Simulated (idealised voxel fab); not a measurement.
process module | voxel wiring stack
cross-section cut | 140 nm wide | cells 5 nm
A cross-section is a grid of square cells, given in bands from the top down. A band is one or more rows of cells.
Each band's line starts with the height of the band's top and of its bottom, in nm. Then come its materials from left to right, each with its width in nm. One material with "throughout" fills the band from edge to edge. "air" is empty space.
Height 0 is the level under which the wafer as received is all one material. The lowest band goes on downwards, as in "0 down".
A width such as "30 to 40" changes by the same amount from each row of cells to the next, from the band's top row to its bottom row.
"no change" after a step means that no cell of the cross-section changed.
closed voids: empty space of 8 cells or more with no open way to the top, each as width x height at its distance from the left edge, in nm
after a step's settings: what the simulator itself notes on the step
overlay nm, on a step with a mask: how far to the right of its planned place the mask lay; to the left if negative
plan
1 op RECEIVE | material Si
2 op CONFORMAL_DEP | material SiO2 | thk nm 10
3 op DIRECTIONAL_DEP | material TiN | thk nm 5
4 op DIRECTIONAL_DEP | material W | thk nm 20
5 op PATTERN | tone cover | mask id METAL_1 | material resist | width nm 25 | pitch nm 55 | thk nm 15 | overlay nm 0
6 op DIRECTIONAL_ETCH | etch materials W | depth nm 10
7 op DIRECTIONAL_ETCH | etch materials TiN | depth nm 5
8 op STRIP | etch materials resist
9 op CONFORMAL_DEP | material SiCN | thk nm 5
10 op FILL_DEP | material lowk | thk nm 5
11 op CMP | height nm 35
12 op CONFORMAL_DEP | material SiCN | thk nm 5
13 op DIRECTIONAL_DEP | material lowk | thk nm 20
14 op PATTERN | tone open | mask id PLUG_1 | material resist | width nm 15 | pitch nm 55 | thk nm 15 | overlay nm 0
15 op DIRECTIONAL_ETCH | etch materials lowk | depth nm 20
16 op DIRECTIONAL_ETCH | etch materials SiCN | depth nm 5
17 op STRIP | etch materials resist
18 op CONFORMAL_DEP | material TiN | thk nm 5
19 op FILL_DEP | material Cu | thk nm 5
20 op CMP | height nm 60
21 op DIRECTIONAL_DEP | material TiN | thk nm 5
22 op DIRECTIONAL_DEP | material Ru | thk nm 20
23 op PATTERN | tone cover | mask id METAL_2 | material resist | width nm 25 | pitch nm 55 | thk nm 20 | overlay nm 0
24 op DIRECTIONAL_ETCH | etch materials Ru | depth nm 20
25 op DIRECTIONAL_ETCH | etch materials TiN | depth nm 5
26 op STRIP | etch materials resist
27 op CONFORMAL_DEP | material SiCN | thk nm 5
28 op FILL_DEP | material SiO2 | thk nm 10
29 op CMP | height nm 85
30 op CONFORMAL_DEP | material SiCN | thk nm 5
31 op DIRECTIONAL_DEP | material lowk | thk nm 35
32 op DIRECTIONAL_DEP | material aC | thk nm 10
33 op PATTERN | tone open | mask id METAL_3_HOLES | material resist | width nm 15 | thk nm 25 | overlay nm 0
34 op DIRECTIONAL_ETCH | etch materials aC | depth nm 10
35 op STRIP | etch materials resist
36 op DIRECTIONAL_ETCH | etch materials lowk | depth nm 35
37 op STRIP | etch materials aC
38 op PATTERN | tone open | mask id METAL_3 | material resist | width nm 25 | pitch nm 55 | thk nm 15 | overlay nm 0
39 op DIRECTIONAL_ETCH | etch materials lowk | depth nm 20
40 op DIRECTIONAL_ETCH | etch materials SiCN | depth nm 5
41 op STRIP | etch materials resist
42 op CONFORMAL_DEP | material TiN | thk nm 5
43 op FILL_DEP | material Cu | thk nm 10
44 op CMP | height nm 125
45 op CONFORMAL_DEP | material SiCN | thk nm 5
varied across the wafers: depth nm of step 6. The plan shows the first wafer's value. All wafers start alike
first wafer as received, after step 1
  0 down: Si throughout
  closed voids: none
each wafer at the end: cells of each material gained (+) or lost (-) since it was received, then its closed voids
depth nm 10 | +30 Cu | +40 Ru | +131 SiCN | +112 SiO2 | +90 TiN | +76 W | +249 lowk | closed voids: none
depth nm 15 | +30 Cu | +40 Ru | +135 SiCN | +112 SiO2 | +90 TiN | +58 W | +263 lowk | closed voids: none
depth nm 20 | +30 Cu | +40 Ru | +143 SiCN | +112 SiO2 | +72 TiN | +40 W | +291 lowk | closed voids: none
depth nm 25 | +30 Cu | +40 Ru | +143 SiCN | +112 SiO2 | +72 TiN | +40 W | +291 lowk | closed voids: none
depth nm 30 | +30 Cu | +40 Ru | +143 SiCN | +112 SiO2 | +72 TiN | +40 W | +291 lowk | closed voids: none
depth nm 35 | +30 Cu | +40 Ru | +143 SiCN | +112 SiO2 | +72 TiN | +40 W | +291 lowk | closed voids: none
